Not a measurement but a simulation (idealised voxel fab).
The process module that follows is named voxel air gaps.
Displayed cross-section: cut, width of 175 nm, square cells sized 5 nm.
A cross-section is written here as square cells arranged in a grid, and it is given in bands from the top down, each band taking up one or more rows of cells. Band: top and bottom heights (nm) first, top before bottom; then materials from left to right, widths in nm. "all across" marks a sole material filling the band edge to edge. "empty" denotes empty space. It should be noted that heights are counted from 0, beneath which the wafer as supplied is of one material throughout, and that the lowest band possesses no lower boundary but continues downward, as written in "0..down". The two numbers in a width such as "30->40" mark its ends across the band: the first belongs to the top row of cells, the second to the bottom row, and from each row to the next the width moves by the same amount. What does "everything unchanged" mean for a step? It means no cell of the cross-section changed in that step. "Closed cavity list" enumerates empty spaces isolated from the top, with no open way to it, that contain at least 8 cells, giving each as width x height at distance from the left edge, all three in nm. Step line, after settings: the simulator's comment on this step. overlay nm, on a step with a mask: how far to the right of its planned place the mask lay; to the left if negative.
-- Steps planned for the process
- 1: RECEIVE with material Si
- 2: CONFORMAL_DEP with material SiO2, thk nm 10
- 3: CONFORMAL_DEP with material SiN, thk nm 5
- 4: DIRECTIONAL_DEP with material SiO2, thk nm 35
- 5: DIRECTIONAL_DEP with material aC, thk nm 15
- 6: PATTERN with tone open, mask id LINES, material resist, width nm 15, pitch nm 50, thk nm 30, overlay nm 0
- 7: DIRECTIONAL_ETCH with etch materials aC, depth nm 15
- 8: STRIP with etch materials resist
- 9: DIRECTIONAL_ETCH with etch materials SiO2, depth nm 35
- 10: STRIP with etch materials aC
- 11: CONFORMAL_DEP with material TiN, thk nm 5
- 12: FILL_DEP with material Cu, thk nm 5
- 13: CMP with height nm 50
- 14: EPI with material Ru, thk nm 10
- 15: SELECTIVE_ETCH with etch materials SiO2, depth nm 45
- 16: CONFORMAL_DEP with material SiN, thk nm 5
Every wafer here starts from the same state; it is the step 6 width nm that distinguishes them, and the value the plan gives belongs to the first wafer.
-- first wafer as received, after step 1
	0..down | Si all across
	Closed cavity list: none
-- Cross-sectional representation of the first of several wafers at the end of the module, i.e. after its terminal step, step 16
	65..60 | empty=15  SiN=45  empty=5  SiN=45  empty=5  SiN=45  empty=15
	60..50 | empty=15  SiN=5  Ru=35  SiN=5  empty=5  SiN=5  Ru=35  SiN=5  empty=5  SiN=5  Ru=35  SiN=5  empty=15
	50..45 | empty=15  SiN=15  TiN=5  Cu=5  TiN=5  SiN=15  empty=5  SiN=15  TiN=5  Cu=5  TiN=5  SiN=15  empty=5  SiN=15  TiN=5  Cu=5  TiN=5  SiN=15  empty=15
	45..20 | empty=25  SiN=5  TiN=5  Cu=5  TiN=5  SiN=5  empty=25  SiN=5  TiN=5  Cu=5  TiN=5  SiN=5  empty=25  SiN=5  TiN=5  Cu=5  TiN=5  SiN=5  empty=25
	20..15 | SiN=30  TiN=15  SiN=35  TiN=15  SiN=35  TiN=15  SiN=30
	15..10 | SiN all across
	10..0 | SiO2 all across
	0..down | Si all across
	Closed cavity list: none
-- A cross-section through the last wafer at the close of the module
	65..60 | empty=5  SiN=165  empty=5
	60..50 | empty=5  SiN=5  Ru=155  SiN=5  empty=5
	50..45 | empty=5  SiN=15  TiN=5  Cu=25  TiN=5  SiO2=15  TiN=5  Cu=25  TiN=5  SiO2=15  TiN=5  Cu=25  TiN=5  SiN=15  empty=5
	45..20 | empty=15  SiN=5  TiN=5  Cu=25  TiN=5  SiO2=15  TiN=5  Cu=25  TiN=5  SiO2=15  TiN=5  Cu=25  TiN=5  SiN=5  empty=15
	20..15 | SiN=20  TiN=35  SiO2=15  TiN=35  SiO2=15  TiN=35  SiN=20
	15..10 | SiN all across
	10..0 | SiO2 all across
	0..down | Si all across
	Closed cavity list: none
-- Each row below is a wafer at the end of the module, listing for every material the number of cells it has gained (+) or lost (-) since it was received, followed by its closed voids
width nm 15 | +18 Cu | +42 Ru | +148 SiN | +70 SiO2 | +45 TiN | Closed cavity list: none
width nm 20 | +36 Cu | +48 Ru | +148 SiN | +70 SiO2 | +48 TiN | Closed cavity list: 20 x 25 at 55; 20 x 25 at 105
width nm 25 | +54 Cu | +54 Ru | +140 SiN | +70 SiO2 | +51 TiN | Closed cavity list: 15 x 25 at 55; 15 x 25 at 105
width nm 30 | +72 Cu | +60 Ru | +96 SiN | +126 SiO2 | +54 TiN | Closed cavity list: none
width nm 35 | +90 Cu | +62 Ru | +96 SiN | +112 SiO2 | +57 TiN | Closed cavity list: none
